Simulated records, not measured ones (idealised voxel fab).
The following is a process module called voxel self aligned contacts.
cross-section cut | 225 nm wide | cells 5 nm
Throughout this document, each cross-section is represented as a grid of square cells and is presented as a sequence of bands enumerated from the top downward, where a band comprises one or more rows of cells. Top height, bottom height, nm. Materials left to right, width each, nm. Single material + "throughout" = fills band edge to edge. "blank" = empty. Beneath 0, the wafer as received is one material, and that level is where height counting begins. The lowest band goes on downward without a bottom; it is written like "0 -> down". The expression "30->40" gives the width at the extremes of the band, the first number at its top row of cells and the second at its bottom row, with the width changing by equal amounts from each row to the next in between. "same as before" means the step left every cell of the cross-section as it was. Reported under the label "Closed void catalog" are the empty spaces having no open way to the top and comprising 8 cells or more; the notation for each is width x height at distance, in which the distance is measured from the left edge and all three values are in nm. Past the settings on a step's line: simulator remark, on that step. You can add "overlay nm" to a step's line. For a step with a mask, it describes how far the mask lay to the right of its planned position, and a negative number describes a lay to the left.

-- List of planned process steps
1: RECEIVE with material Si
2: CONFORMAL_DEP with material SiO2, thk nm 5
3: DIRECTIONAL_DEP with material polySi, thk nm 25
4: DIRECTIONAL_DEP with material SiN, thk nm 15
5: PATTERN with tone cover, mask id GATE, material resist, width nm 35, pitch nm 60, thk nm 15, overlay nm 0
6: DIRECTIONAL_ETCH with etch materials SiN, depth nm 15
7: DIRECTIONAL_ETCH with etch materials polySi, depth nm 25
8: STRIP with etch materials resist
9: CONFORMAL_DEP with material SiN, thk nm 5
10: DIRECTIONAL_ETCH with etch materials SiN, depth nm 5
11: FILL_DEP with material SiO2, thk nm 20
12: CMP with height nm 55
13: MASKED_ETCH with tone open, mask id CONTACT, width nm 25, etch materials SiO2, depth nm 55, overlay nm 0
14: CONFORMAL_DEP with material TiN, thk nm 5
15: FILL_DEP with material Ru, thk nm 5
16: CMP with height nm 55
17: CONFORMAL_DEP with material SiN, thk nm 5
It is noted that the wafers described herein are identical at the outset and are distinguished by the width nm of step 13; the value stated in the plan corresponds to the first wafer.

-- First of several wafers (as received, post step 1), cross-sectional view
  0 -> down: Si throughout
  Closed void catalog: none

-- Below: a row per wafer. Contents at end of module: for every material, cells gained since receipt (+) or lost since receipt (-); then closed voids
width nm 25; +12 Ru; +119 SiN; +314 SiO2; +25 TiN; +70 polySi; Closed void catalog: none
width nm 30; +13 Ru; +119 SiN; +312 SiO2; +26 TiN; +70 polySi; Closed void catalog: none
width nm 35; +14 Ru; +119 SiN; +310 SiO2; +27 TiN; +70 polySi; Closed void catalog: none
width nm 40; +15 Ru; +119 SiN; +308 SiO2; +28 TiN; +70 polySi; Closed void catalog: none
width nm 45; +16 Ru; +119 SiN; +306 SiO2; +29 TiN; +70 polySi; Closed void catalog: none
width nm 50; +17 Ru; +119 SiN; +304 SiO2; +30 TiN; +70 polySi; Closed void catalog: none
